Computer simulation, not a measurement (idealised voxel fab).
A process module follows: voxel wiring stack.
Displayed cross-section: cut, width of 235 nm, square cells sized 5 nm.
In what follows, cross-sections appear as grids of square cells, described through bands that run from the top down, where every band is one or more rows of cells. Heads up on the band format: heights come first, top then bottom, in nm. After that it's the materials left to right, each with its width in nm. A single material flagged "everywhere" fills the whole band edge to edge, and "empty" means there's empty space there. Heights are measured from 0, the level below which the as-received wafer is all one material; the lowest band has no bottom and continues downward, written as in "0 nm and below". Per-row width for "30->40": begins at first number (top row of band), ends at second number (bottom row), increment between rows held constant. Any step labelled "nothing changed" changed none of the cells in the cross-section. What "Non-vented voids" gives you is every empty space of 8 cells or more that is cut off from the top. Each appears as width x height at distance, with the distance taken from the left edge and width, height and distance all in nm. It should be noted that, on the line of a given step, the content following the step's settings is a remark produced by the simulator itself with respect to that step. "overlay nm", when on a step's line for a step with a mask, measures how far to the right of its planned place the mask lay; a negative measure means to the left.
### Steps in the process plan
| 1 | RECEIVE, material Si |
| 2 | CONFORMAL_DEP, material SiO2, thk nm 10 |
| 3 | CONFORMAL_DEP, material SiCN, thk nm 5 |
| 4 | DIRECTIONAL_DEP, material SiO2, thk nm 25 |
| 5 | MASKED_ETCH, tone open, mask id METAL_1, width nm 25, pitch nm 45, etch materials SiO2, depth nm 25, overlay nm 0 |
| 6 | MASKED_ETCH, tone open, mask id METAL_1, width nm 25, pitch nm 45, etch materials SiCN, depth nm 5, overlay nm 0 |
| 7 | CONFORMAL_DEP, material TiN, thk nm 5 |
| 8 | FILL_DEP, material Cu, thk nm 10 |
| 9 | CMP, height nm 40 |
| 10 | CONFORMAL_DEP, material SiCN, thk nm 5 |
| 11 | DIRECTIONAL_DEP, material lowk, thk nm 30 |
| 12 | DIRECTIONAL_DEP, material aC, thk nm 10 |
| 13 | PATTERN, tone open, mask id METAL_2_HOLES, material resist, width nm 15, pitch nm 90, thk nm 30, overlay nm 0 |
| 14 | DIRECTIONAL_ETCH, etch materials aC, depth nm 10 |
| 15 | STRIP, etch materials resist |
| 16 | DIRECTIONAL_ETCH, etch materials lowk, depth nm 30 |
| 17 | STRIP, etch materials aC |
| 18 | MASKED_ETCH, tone open, mask id METAL_2, width nm 25, pitch nm 45, etch materials lowk, depth nm 20, overlay nm 0 |
| 19 | MASKED_ETCH, tone open, mask id METAL_2, width nm 25, pitch nm 45, etch materials SiCN, depth nm 5, overlay nm 0 |
| 20 | CONFORMAL_DEP, material TiN, thk nm 5 |
| 21 | FILL_DEP, material Cu, thk nm 5 |
| 22 | CMP, height nm 75 |
| 23 | CONFORMAL_DEP, material SiCN, thk nm 5 |
| 24 | DIRECTIONAL_DEP, material lowk, thk nm 20 |
| 25 | MASKED_ETCH, tone open, mask id PLUG_2, width nm 15, pitch nm 90, etch materials lowk, depth nm 20, overlay nm 0 |
| 26 | MASKED_ETCH, tone open, mask id PLUG_2, width nm 15, pitch nm 90, etch materials SiCN, depth nm 5, overlay nm 0 |
| 27 | EPI, material Ru, thk nm 10 |
| 28 | EPI, material Ru, thk nm 10 |
| 29 | EPI, material Ru, thk nm 5 |
| 30 | CONFORMAL_DEP, material SiN, thk nm 5 |
| 31 | DIRECTIONAL_DEP, material lowk, thk nm 15 |
| 32 | PATTERN, tone open, mask id METAL_3, material resist, width nm 25, pitch nm 45, thk nm 20, overlay nm 0 |
| 33 | DIRECTIONAL_ETCH, etch materials lowk, depth nm 15 |
| 34 | DIRECTIONAL_ETCH, etch materials SiN, depth nm 5 |
| 35 | STRIP, etch materials resist |
| 36 | CONFORMAL_DEP, material TiN, thk nm 5 |
| 37 | FILL_DEP, material Cu, thk nm 10 |
| 38 | CMP, height nm 120 |
| 39 | EPI, material Ru, thk nm 5 |
| 40 | FILL_DEP, material SiCN, thk nm 5 |
| 41 | DIRECTIONAL_DEP, material SiO2, thk nm 10 |
| 42 | PATTERN, tone open, mask id PLUG_3, material resist, width nm 15, pitch nm 45, thk nm 15, overlay nm 0 |
| 43 | DIRECTIONAL_ETCH, etch materials SiO2, depth nm 10 |
| 44 | DIRECTIONAL_ETCH, etch materials SiCN, depth nm 5 |
| 45 | STRIP, etch materials resist |
| 46 | EPI, material Ru, thk nm 10 |
| 47 | EPI, material Ru, thk nm 5 |
| 48 | CONFORMAL_DEP, material SiCN, thk nm 5 |
| 49 | DIRECTIONAL_DEP, material SiO2, thk nm 20 |
| 50 | PATTERN, tone open, mask id METAL_4, material resist, width nm 25, pitch nm 45, thk nm 15, overlay nm 0 |
| 51 | DIRECTIONAL_ETCH, etch materials SiO2, depth nm 20 |
| 52 | DIRECTIONAL_ETCH, etch materials SiCN, depth nm 5 |
| 53 | STRIP, etch materials resist |
| 54 | CONFORMAL_DEP, material TiN, thk nm 5 |
| 55 | FILL_DEP, material W, thk nm 10 |
| 56 | CMP, height nm 165 |
| 57 | CONFORMAL_DEP, material SiCN, thk nm 5 |
### First wafer out of two, processed as planned
### Received-state cross-section, reflecting completion of step 1
- 0 nm and below: Si everywhere
- Non-vented voids: none
### Step 2 done - wafer cross-section
- 10 nm to 0 nm: SiO2 everywhere
- Rest of section, below 0: as before.
### Step 3 done - wafer cross-section
- 15 nm to 10 nm: SiCN everywhere
- Rest of section, below 10: as before.
### Step 4 done - wafer cross-section
- 40 nm to 15 nm: SiO2 everywhere
- Rest of section, below 15: as before.
### Step 5 done - wafer cross-section
- 40 nm to 15 nm: SiO2: 60 | empty: 25 | SiO2: 20 | empty: 25 | SiO2: 20 | empty: 25 | SiO2: 60
- Rest of section, below 15: as before.
### Step 6 done - wafer cross-section
- 40 nm to 15 nm: SiO2: 60 | empty: 25 | SiO2: 20 | empty: 25 | SiO2: 20 | empty: 25 | SiO2: 60
- 15 nm to 10 nm: SiCN: 60 | empty: 25 | SiCN: 20 | empty: 25 | SiCN: 20 | empty: 25 | SiCN: 60
- Rest of section, below 10: as before.
### Step 7 done - wafer cross-section
- 45 nm to 40 nm: TiN: 65 | empty: 15 | TiN: 30 | empty: 15 | TiN: 30 | empty: 15 | TiN: 65
- 40 nm to 15 nm: SiO2: 60 | TiN: 5 | empty: 15 | TiN: 5 | SiO2: 20 | TiN: 5 | empty: 15 | TiN: 5 | SiO2: 20 | TiN: 5 | empty: 15 | TiN: 5 | SiO2: 60
- 15 nm to 10 nm: SiCN: 60 | TiN: 25 | SiCN: 20 | TiN: 25 | SiCN: 20 | TiN: 25 | SiCN: 60
- Rest of section, below 10: as before.
### Step 8 done - wafer cross-section
- 55 nm to 45 nm: Cu everywhere
- 45 nm to 40 nm: TiN: 65 | Cu: 15 | TiN: 30 | Cu: 15 | TiN: 30 | Cu: 15 | TiN: 65
- 40 nm to 15 nm: SiO2: 60 | TiN: 5 | Cu: 15 | TiN: 5 | SiO2: 20 | TiN: 5 | Cu: 15 | TiN: 5 | SiO2: 20 | TiN: 5 | Cu: 15 | TiN: 5 | SiO2: 60
- Rest of section, below 15: as before.
### Step 9 done - wafer cross-section
- 40 nm to 15 nm: SiO2: 60 | TiN: 5 | Cu: 15 | TiN: 5 | SiO2: 20 | TiN: 5 | Cu: 15 | TiN: 5 | SiO2: 20 | TiN: 5 | Cu: 15 | TiN: 5 | SiO2: 60
- Rest of section, below 15: as before.
### Step 10 done - wafer cross-section
- 45 nm to 40 nm: SiCN everywhere
- Rest of section, below 40: as before.
### Step 11 done - wafer cross-section
- 75 nm to 45 nm: lowk everywhere
- Rest of section, below 45: as before.
### Step 12 done - wafer cross-section
- 85 nm to 75 nm: aC everywhere
- Rest of section, below 75: as before.
### Step 13 done - wafer cross-section
- 115 nm to 85 nm: resist: 60 | empty: 15 | resist: 75 | empty: 15 | resist: 70
- Rest of section, below 85: as before.
### Step 14 done - wafer cross-section
- 105 nm to 85 nm: resist: 60 | empty: 15 | resist: 75 | empty: 15 | resist: 70
- 85 nm to 75 nm: aC: 60 | empty: 15 | aC: 75 | empty: 15 | aC: 70
- Rest of section, below 75: as before.
### Step 15 done - wafer cross-section
- 85 nm to 75 nm: aC: 60 | empty: 15 | aC: 75 | empty: 15 | aC: 70
- Rest of section, below 75: as before.
### Step 16 done - wafer cross-section
- 85 nm to 75 nm: aC: 60 | empty: 15 | aC: 75 | empty: 15 | aC: 70
- 75 nm to 45 nm: lowk: 60 | empty: 15 | lowk: 75 | empty: 15 | lowk: 70
- Rest of section, below 45: as before.
### Step 17 done - wafer cross-section
- 75 nm to 45 nm: lowk: 60 | empty: 15 | lowk: 75 | empty: 15 | lowk: 70
- Rest of section, below 45: as before.
### Step 18 done - wafer cross-section
- 75 nm to 55 nm: lowk: 60 | empty: 25 | lowk: 20 | empty: 25 | lowk: 20 | empty: 25 | lowk: 60
- Rest of section, below 55: as before.
### Step 19 done - wafer cross-section
- 75 nm to 55 nm: lowk: 60 | empty: 25 | lowk: 20 | empty: 25 | lowk: 20 | empty: 25 | lowk: 60
- 55 nm to 45 nm: lowk: 60 | empty: 15 | lowk: 75 | empty: 15 | lowk: 70
- 45 nm to 40 nm: SiCN: 60 | empty: 15 | SiCN: 75 | empty: 15 | SiCN: 70
- Rest of section, below 40: as before.
### Step 20 done - wafer cross-section
- 80 nm to 75 nm: TiN: 65 | empty: 15 | TiN: 30 | empty: 15 | TiN: 30 | empty: 15 | TiN: 65
- 75 nm to 60 nm: lowk: 60 | TiN: 5 | empty: 15 | TiN: 5 | lowk: 20 | TiN: 5 | empty: 15 | TiN: 5 | lowk: 20 | TiN: 5 | empty: 15 | TiN: 5 | lowk: 60
- 60 nm to 55 nm: lowk: 60 | TiN: 5 | empty: 5 | TiN: 15 | lowk: 20 | TiN: 25 | lowk: 20 | TiN: 5 | empty: 5 | TiN: 15 | lowk: 60
- 55 nm to 45 nm: lowk: 60 | TiN: 5 | empty: 5 | TiN: 5 | lowk: 75 | TiN: 5 | empty: 5 | TiN: 5 | lowk: 70
- 45 nm to 40 nm: SiCN: 60 | TiN: 15 | SiCN: 75 | TiN: 15 | SiCN: 70
- Rest of section, below 40: as before.
### Step 21 done - wafer cross-section
- 85 nm to 80 nm: Cu everywhere
- 80 nm to 75 nm: TiN: 65 | Cu: 15 | TiN: 30 | Cu: 15 | TiN: 30 | Cu: 15 | TiN: 65
- 75 nm to 60 nm: lowk: 60 | TiN: 5 | Cu: 15 | TiN: 5 | lowk: 20 | TiN: 5 | Cu: 15 | TiN: 5 | lowk: 20 | TiN: 5 | Cu: 15 | TiN: 5 | lowk: 60
- 60 nm to 55 nm: lowk: 60 | TiN: 5 | Cu: 5 | TiN: 15 | lowk: 20 | TiN: 25 | lowk: 20 | TiN: 5 | Cu: 5 | TiN: 15 | lowk: 60
- 55 nm to 45 nm: lowk: 60 | TiN: 5 | Cu: 5 | TiN: 5 | lowk: 75 | TiN: 5 | Cu: 5 | TiN: 5 | lowk: 70
- Rest of section, below 45: as before.
### Step 22 done - wafer cross-section
- 75 nm to 60 nm: lowk: 60 | TiN: 5 | Cu: 15 | TiN: 5 | lowk: 20 | TiN: 5 | Cu: 15 | TiN: 5 | lowk: 20 | TiN: 5 | Cu: 15 | TiN: 5 | lowk: 60
- Rest of section, below 60: as before.
### Step 23 done - wafer cross-section
- 80 nm to 75 nm: SiCN everywhere
- Rest of section, below 75: as before.
### Step 24 done - wafer cross-section
- 100 nm to 80 nm: lowk everywhere
- Rest of section, below 80: as before.
### Step 25 done - wafer cross-section
- 100 nm to 80 nm: lowk: 60 | empty: 15 | lowk: 75 | empty: 15 | lowk: 70
- Rest of section, below 80: as before.
### Step 26 done - wafer cross-section
- 100 nm to 80 nm: lowk: 60 | empty: 15 | lowk: 75 | empty: 15 | lowk: 70
- 80 nm to 75 nm: SiCN: 60 | empty: 15 | SiCN: 75 | empty: 15 | SiCN: 70
- Rest of section, below 75: as before.
### Step 27 done - wafer cross-section
- 100 nm to 85 nm: lowk: 60 | empty: 15 | lowk: 75 | empty: 15 | lowk: 70
- 85 nm to 80 nm: lowk: 60 | Ru: 15 | lowk: 75 | Ru: 15 | lowk: 70
- 80 nm to 75 nm: SiCN: 60 | Ru: 15 | SiCN: 75 | Ru: 15 | SiCN: 70
- Rest of section, below 75: as before.
### Step 28 done - wafer cross-section
- 100 nm to 95 nm: lowk: 60 | empty: 15 | lowk: 75 | empty: 15 | lowk: 70
- 95 nm to 80 nm: lowk: 60 | Ru: 15 | lowk: 75 | Ru: 15 | lowk: 70
- Rest of section, below 80: as before.
### Step 29 done - wafer cross-section
- 100 nm to 80 nm: lowk: 60 | Ru: 15 | lowk: 75 | Ru: 15 | lowk: 70
- Rest of section, below 80: as before.
### Step 30 done - wafer cross-section
- 105 nm to 100 nm: SiN everywhere
- Rest of section, below 100: as before.
### Step 31 done - wafer cross-section
- 120 nm to 105 nm: lowk everywhere
- Rest of section, below 105: as before.
### Step 32 done - wafer cross-section
- 140 nm to 120 nm: resist: 60 | empty: 25 | resist: 20 | empty: 25 | resist: 20 | empty: 25 | resist: 60
- Rest of section, below 120: as before.
### Step 33 done - wafer cross-section
- 140 nm to 120 nm: resist: 60 | empty: 25 | resist: 20 | empty: 25 | resist: 20 | empty: 25 | resist: 60
- 120 nm to 105 nm: lowk: 60 | empty: 25 | lowk: 20 | empty: 25 | lowk: 20 | empty: 25 | lowk: 60
- Rest of section, below 105: as before.
### Step 34 done - wafer cross-section
- 140 nm to 120 nm: resist: 60 | empty: 25 | resist: 20 | empty: 25 | resist: 20 | empty: 25 | resist: 60
- 120 nm to 105 nm: lowk: 60 | empty: 25 | lowk: 20 | empty: 25 | lowk: 20 | empty: 25 | lowk: 60
- 105 nm to 100 nm: SiN: 60 | empty: 25 | SiN: 20 | empty: 25 | SiN: 20 | empty: 25 | SiN: 60
- Rest of section, below 100: as before.
### Step 35 done - wafer cross-section
- 120 nm to 105 nm: lowk: 60 | empty: 25 | lowk: 20 | empty: 25 | lowk: 20 | empty: 25 | lowk: 60
- Rest of section, below 105: as before.
### Step 36 done - wafer cross-section
- 125 nm to 120 nm: TiN: 65 | empty: 15 | TiN: 30 | empty: 15 | TiN: 30 | empty: 15 | TiN: 65
- 120 nm to 105 nm: lowk: 60 | TiN: 5 | empty: 15 | TiN: 5 | lowk: 20 | TiN: 5 | empty: 15 | TiN: 5 | lowk: 20 | TiN: 5 | empty: 15 | TiN: 5 | lowk: 60
- 105 nm to 100 nm: SiN: 60 | TiN: 25 | SiN: 20 | TiN: 25 | SiN: 20 | TiN: 25 | SiN: 60
- Rest of section, below 100: as before.
### Step 37 done - wafer cross-section
- 135 nm to 125 nm: Cu everywhere
- 125 nm to 120 nm: TiN: 65 | Cu: 15 | TiN: 30 | Cu: 15 | TiN: 30 | Cu: 15 | TiN: 65
- 120 nm to 105 nm: lowk: 60 | TiN: 5 | Cu: 15 | TiN: 5 | lowk: 20 | TiN: 5 | Cu: 15 | TiN: 5 | lowk: 20 | TiN: 5 | Cu: 15 | TiN: 5 | lowk: 60
- Rest of section, below 105: as before.
### Step 38 done - wafer cross-section
- 120 nm to 105 nm: lowk: 60 | TiN: 5 | Cu: 15 | TiN: 5 | lowk: 20 | TiN: 5 | Cu: 15 | TiN: 5 | lowk: 20 | TiN: 5 | Cu: 15 | TiN: 5 | lowk: 60
- Rest of section, below 105: as before.
### Step 39 done - wafer cross-section
- 125 nm to 120 nm: empty: 55 | Ru: 35 | empty: 10 | Ru: 35 | empty: 10 | Ru: 35 | empty: 55
- Rest of section, below 120: as before.
### Step 40 done - wafer cross-section
- 130 nm to 125 nm: SiCN everywhere
- 125 nm to 120 nm: SiCN: 55 | Ru: 35 | SiCN: 10 | Ru: 35 | SiCN: 10 | Ru: 35 | SiCN: 55
- Rest of section, below 120: as before.
### Step 41 done - wafer cross-section
- 140 nm to 130 nm: SiO2 everywhere
- Rest of section, below 130: as before.
### Step 42 done - wafer cross-section
- 155 nm to 140 nm: resist: 60 | empty: 15 | resist: 30 | empty: 15 | resist: 30 | empty: 15 | resist: 70
- Rest of section, below 140: as before.
### Step 43 done - wafer cross-section
- 155 nm to 140 nm: resist: 60 | empty: 15 | resist: 30 | empty: 15 | resist: 30 | empty: 15 | resist: 70
- 140 nm to 130 nm: SiO2: 60 | empty: 15 | SiO2: 30 | empty: 15 | SiO2: 30 | empty: 15 | SiO2: 70
- Rest of section, below 130: as before.
### Step 44 done - wafer cross-section
- 155 nm to 140 nm: resist: 60 | empty: 15 | resist: 30 | empty: 15 | resist: 30 | empty: 15 | resist: 70
- 140 nm to 130 nm: SiO2: 60 | empty: 15 | SiO2: 30 | empty: 15 | SiO2: 30 | empty: 15 | SiO2: 70
- 130 nm to 125 nm: SiCN: 60 | empty: 15 | SiCN: 30 | empty: 15 | SiCN: 30 | empty: 15 | SiCN: 70
- Rest of section, below 125: as before.
### Step 45 done - wafer cross-section
- 140 nm to 130 nm: SiO2: 60 | empty: 15 | SiO2: 30 | empty: 15 | SiO2: 30 | empty: 15 | SiO2: 70
- Rest of section, below 130: as before.
### Step 46 done - wafer cross-section
- 140 nm to 135 nm: SiO2: 60 | empty: 15 | SiO2: 30 | empty: 15 | SiO2: 30 | empty: 15 | SiO2: 70
- 135 nm to 130 nm: SiO2: 60 | Ru: 15 | SiO2: 30 | Ru: 15 | SiO2: 30 | Ru: 15 | SiO2: 70
- 130 nm to 120 nm: SiCN: 60->55 | Ru: 15->35 | SiCN: 30->10 | Ru: 15->35 | SiCN: 30->10 | Ru: 15->35 | SiCN: 70->55
- Rest of section, below 120: as before.
### Step 47 done - wafer cross-section
- 140 nm to 130 nm: SiO2: 60 | Ru: 15 | SiO2: 30 | Ru: 15 | SiO2: 30 | Ru: 15 | SiO2: 70
- Rest of section, below 130: as before.
### Step 48 done - wafer cross-section
- 145 nm to 140 nm: SiCN everywhere
- Rest of section, below 140: as before.
### Step 49 done - wafer cross-section
- 165 nm to 145 nm: SiO2 everywhere
- Rest of section, below 145: as before.
### Step 50 done - wafer cross-section
- 180 nm to 165 nm: resist: 60 | empty: 25 | resist: 20 | empty: 25 | resist: 20 | empty: 25 | resist: 60
- Rest of section, below 165: as before.
### Step 51 done - wafer cross-section
- 180 nm to 165 nm: resist: 60 | empty: 25 | resist: 20 | empty: 25 | resist: 20 | empty: 25 | resist: 60
- 165 nm to 145 nm: SiO2: 60 | empty: 25 | SiO2: 20 | empty: 25 | SiO2: 20 | empty: 25 | SiO2: 60
- Rest of section, below 145: as before.
### Step 52 done - wafer cross-section
- 180 nm to 165 nm: resist: 60 | empty: 25 | resist: 20 | empty: 25 | resist: 20 | empty: 25 | resist: 60
- 165 nm to 145 nm: SiO2: 60 | empty: 25 | SiO2: 20 | empty: 25 | SiO2: 20 | empty: 25 | SiO2: 60
- 145 nm to 140 nm: SiCN: 60 | empty: 25 | SiCN: 20 | empty: 25 | SiCN: 20 | empty: 25 | SiCN: 60
- Rest of section, below 140: as before.
### Step 53 done - wafer cross-section
- 165 nm to 145 nm: SiO2: 60 | empty: 25 | SiO2: 20 | empty: 25 | SiO2: 20 | empty: 25 | SiO2: 60
- Rest of section, below 145: as before.
### Step 54 done - wafer cross-section
- 170 nm to 165 nm: TiN: 65 | empty: 15 | TiN: 30 | empty: 15 | TiN: 30 | empty: 15 | TiN: 65
- 165 nm to 145 nm: SiO2: 60 | TiN: 5 | empty: 15 | TiN: 5 | SiO2: 20 | TiN: 5 | empty: 15 | TiN: 5 | SiO2: 20 | TiN: 5 | empty: 15 | TiN: 5 | SiO2: 60
- 145 nm to 140 nm: SiCN: 60 | TiN: 25 | SiCN: 20 | TiN: 25 | SiCN: 20 | TiN: 25 | SiCN: 60
- Rest of section, below 140: as before.
### Step 55 done - wafer cross-section
- 180 nm to 170 nm: W everywhere
- 170 nm to 165 nm: TiN: 65 | W: 15 | TiN: 30 | W: 15 | TiN: 30 | W: 15 | TiN: 65
- 165 nm to 145 nm: SiO2: 60 | TiN: 5 | W: 15 | TiN: 5 | SiO2: 20 | TiN: 5 | W: 15 | TiN: 5 | SiO2: 20 | TiN: 5 | W: 15 | TiN: 5 | SiO2: 60
- Rest of section, below 145: as before.
### Step 56 done - wafer cross-section
- 165 nm to 145 nm: SiO2: 60 | TiN: 5 | W: 15 | TiN: 5 | SiO2: 20 | TiN: 5 | W: 15 | TiN: 5 | SiO2: 20 | TiN: 5 | W: 15 | TiN: 5 | SiO2: 60
- Rest of section, below 145: as before.
### Step 57 done - wafer cross-section
- 170 nm to 165 nm: SiCN everywhere
- Rest of section, below 165: as before.
### Here the second wafer is described. Its start and its plan were those of the first wafer. Its run contained one mistake. Up to and including step 31, it did exactly what the first wafer did
### Second wafer shown in cross-section at the time step 32 was slated to end
- 140 nm to 120 nm: resist: 65 | empty: 20 | resist: 25 | empty: 20 | resist: 25 | empty: 20 | resist: 60
- Rest of section, below 120: as before.
### Second wafer shown in cross-section at the time step 33 was slated to end
- 140 nm to 120 nm: resist: 65 | empty: 20 | resist: 25 | empty: 20 | resist: 25 | empty: 20 | resist: 60
- 120 nm to 105 nm: lowk: 65 | empty: 20 | lowk: 25 | empty: 20 | lowk: 25 | empty: 20 | lowk: 60
- Rest of section, below 105: as before.
### Second wafer shown in cross-section at the time step 34 was slated to end
- 140 nm to 120 nm: resist: 65 | empty: 20 | resist: 25 | empty: 20 | resist: 25 | empty: 20 | resist: 60
- 120 nm to 105 nm: lowk: 65 | empty: 20 | lowk: 25 | empty: 20 | lowk: 25 | empty: 20 | lowk: 60
- 105 nm to 100 nm: SiN: 65 | empty: 20 | SiN: 25 | empty: 20 | SiN: 25 | empty: 20 | SiN: 60
- Rest of section, below 100: as before.
### Second wafer shown in cross-section at the time step 35 was slated to end
- 120 nm to 105 nm: lowk: 65 | empty: 20 | lowk: 25 | empty: 20 | lowk: 25 | empty: 20 | lowk: 60
- Rest of section, below 105: as before.
### Second wafer shown in cross-section at the time step 36 was slated to end
- 125 nm to 120 nm: TiN: 70 | empty: 10 | TiN: 35 | empty: 10 | TiN: 35 | empty: 10 | TiN: 65
- 120 nm to 105 nm: lowk: 65 | TiN: 5 | empty: 10 | TiN: 5 | lowk: 25 | TiN: 5 | empty: 10 | TiN: 5 | lowk: 25 | TiN: 5 | empty: 10 | TiN: 5 | lowk: 60
- 105 nm to 100 nm: SiN: 65 | TiN: 20 | SiN: 25 | TiN: 20 | SiN: 25 | TiN: 20 | SiN: 60
- Rest of section, below 100: as before.
### Second wafer shown in cross-section at the time step 37 was slated to end
- 135 nm to 125 nm: Cu everywhere
- 125 nm to 120 nm: TiN: 70 | Cu: 10 | TiN: 35 | Cu: 10 | TiN: 35 | Cu: 10 | TiN: 65
- 120 nm to 105 nm: lowk: 65 | TiN: 5 | Cu: 10 | TiN: 5 | lowk: 25 | TiN: 5 | Cu: 10 | TiN: 5 | lowk: 25 | TiN: 5 | Cu: 10 | TiN: 5 | lowk: 60
- Rest of section, below 105: as before.
### Second wafer shown in cross-section at the time step 38 was slated to end
- 120 nm to 105 nm: lowk: 65 | TiN: 5 | Cu: 10 | TiN: 5 | lowk: 25 | TiN: 5 | Cu: 10 | TiN: 5 | lowk: 25 | TiN: 5 | Cu: 10 | TiN: 5 | lowk: 60
- Rest of section, below 105: as before.
### Second wafer shown in cross-section at the time step 39 was slated to end
- 125 nm to 120 nm: empty: 60 | Ru: 30 | empty: 15 | Ru: 30 | empty: 15 | Ru: 30 | empty: 55
- Rest of section, below 120: as before.
### Second wafer shown in cross-section at the time step 40 was slated to end
- 130 nm to 125 nm: SiCN everywhere
- 125 nm to 120 nm: SiCN: 60 | Ru: 30 | SiCN: 15 | Ru: 30 | SiCN: 15 | Ru: 30 | SiCN: 55
- Rest of section, below 120: as before.
### Second wafer shown in cross-section at the time step 41 was slated to end
- 140 nm to 130 nm: SiO2 everywhere
- Rest of section, below 130: as before.
### Second wafer shown in cross-section at the time step 42 was slated to end
- 155 nm to 140 nm: resist: 60 | empty: 15 | resist: 30 | empty: 15 | resist: 30 | empty: 15 | resist: 70
- Rest of section, below 140: as before.
### Second wafer shown in cross-section at the time step 43 was slated to end
- 155 nm to 140 nm: resist: 60 | empty: 15 | resist: 30 | empty: 15 | resist: 30 | empty: 15 | resist: 70
- 140 nm to 130 nm: SiO2: 60 | empty: 15 | SiO2: 30 | empty: 15 | SiO2: 30 | empty: 15 | SiO2: 70
- Rest of section, below 130: as before.
### Second wafer shown in cross-section at the time step 44 was slated to end
- 155 nm to 140 nm: resist: 60 | empty: 15 | resist: 30 | empty: 15 | resist: 30 | empty: 15 | resist: 70
- 140 nm to 130 nm: SiO2: 60 | empty: 15 | SiO2: 30 | empty: 15 | SiO2: 30 | empty: 15 | SiO2: 70
- 130 nm to 125 nm: SiCN: 60 | empty: 15 | SiCN: 30 | empty: 15 | SiCN: 30 | empty: 15 | SiCN: 70
- Rest of section, below 125: as before.
### Second wafer shown in cross-section at the time step 45 was slated to end
- 140 nm to 130 nm: SiO2: 60 | empty: 15 | SiO2: 30 | empty: 15 | SiO2: 30 | empty: 15 | SiO2: 70
- Rest of section, below 130: as before.
### Second wafer shown in cross-section at the time step 46 was slated to end
- 140 nm to 135 nm: SiO2: 60 | empty: 15 | SiO2: 30 | empty: 15 | SiO2: 30 | empty: 15 | SiO2: 70
- 135 nm to 130 nm: SiO2: 60 | Ru: 15 | SiO2: 30 | Ru: 15 | SiO2: 30 | Ru: 15 | SiO2: 70
- 130 nm to 120 nm: SiCN: 60 | Ru: 15->30 | SiCN: 30->15 | Ru: 15->30 | SiCN: 30->15 | Ru: 15->30 | SiCN: 70->55
- Rest of section, below 120: as before.
### Second wafer shown in cross-section at the time step 47 was slated to end
- 140 nm to 130 nm: SiO2: 60 | Ru: 15 | SiO2: 30 | Ru: 15 | SiO2: 30 | Ru: 15 | SiO2: 70
- Rest of section, below 130: as before.
### Second wafer shown in cross-section at the time step 48 was slated to end
- 145 nm to 140 nm: SiCN everywhere
- Rest of section, below 140: as before.
### Second wafer shown in cross-section at the time step 49 was slated to end
- 165 nm to 145 nm: SiO2 everywhere
- Rest of section, below 145: as before.
### Second wafer shown in cross-section at the time step 50 was slated to end
- 180 nm to 165 nm: resist: 60 | empty: 25 | resist: 20 | empty: 25 | resist: 20 | empty: 25 | resist: 60
- Rest of section, below 165: as before.
### Second wafer shown in cross-section at the time step 51 was slated to end
- 180 nm to 165 nm: resist: 60 | empty: 25 | resist: 20 | empty: 25 | resist: 20 | empty: 25 | resist: 60
- 165 nm to 145 nm: SiO2: 60 | empty: 25 | SiO2: 20 | empty: 25 | SiO2: 20 | empty: 25 | SiO2: 60
- Rest of section, below 145: as before.
### Second wafer shown in cross-section at the time step 52 was slated to end
- 180 nm to 165 nm: resist: 60 | empty: 25 | resist: 20 | empty: 25 | resist: 20 | empty: 25 | resist: 60
- 165 nm to 145 nm: SiO2: 60 | empty: 25 | SiO2: 20 | empty: 25 | SiO2: 20 | empty: 25 | SiO2: 60
- 145 nm to 140 nm: SiCN: 60 | empty: 25 | SiCN: 20 | empty: 25 | SiCN: 20 | empty: 25 | SiCN: 60
- Rest of section, below 140: as before.
### Second wafer shown in cross-section at the time step 53 was slated to end
- 165 nm to 145 nm: SiO2: 60 | empty: 25 | SiO2: 20 | empty: 25 | SiO2: 20 | empty: 25 | SiO2: 60
- Rest of section, below 145: as before.
### Second wafer shown in cross-section at the time step 54 was slated to end
- 170 nm to 165 nm: TiN: 65 | empty: 15 | TiN: 30 | empty: 15 | TiN: 30 | empty: 15 | TiN: 65
- 165 nm to 145 nm: SiO2: 60 | TiN: 5 | empty: 15 | TiN: 5 | SiO2: 20 | TiN: 5 | empty: 15 | TiN: 5 | SiO2: 20 | TiN: 5 | empty: 15 | TiN: 5 | SiO2: 60
- 145 nm to 140 nm: SiCN: 60 | TiN: 25 | SiCN: 20 | TiN: 25 | SiCN: 20 | TiN: 25 | SiCN: 60
- Rest of section, below 140: as before.
### Second wafer shown in cross-section at the time step 55 was slated to end
- 180 nm to 170 nm: W everywhere
- 170 nm to 165 nm: TiN: 65 | W: 15 | TiN: 30 | W: 15 | TiN: 30 | W: 15 | TiN: 65
- 165 nm to 145 nm: SiO2: 60 | TiN: 5 | W: 15 | TiN: 5 | SiO2: 20 | TiN: 5 | W: 15 | TiN: 5 | SiO2: 20 | TiN: 5 | W: 15 | TiN: 5 | SiO2: 60
- Rest of section, below 145: as before.
### Second wafer shown in cross-section at the time step 56 was slated to end
- 165 nm to 145 nm: SiO2: 60 | TiN: 5 | W: 15 | TiN: 5 | SiO2: 20 | TiN: 5 | W: 15 | TiN: 5 | SiO2: 20 | TiN: 5 | W: 15 | TiN: 5 | SiO2: 60
- Rest of section, below 145: as before.
### Second wafer shown in cross-section at the time step 57 was slated to end
- 170 nm to 165 nm: SiCN everywhere
- Rest of section, below 165: as before.
what went wrong: for step 32, the planned setting was not used; the step was instead run as PATTERN, tone open, mask id METAL_3, material resist, width nm 20, pitch nm 45, thk nm 20, overlay nm 0
Final difference in cells, second wafer against first, listed per material as more or fewer: Cu: 9 fewer | Ru: 3 fewer | SiCN: 3 more | SiN: 3 more | TiN: 3 fewer | lowk: 9 more
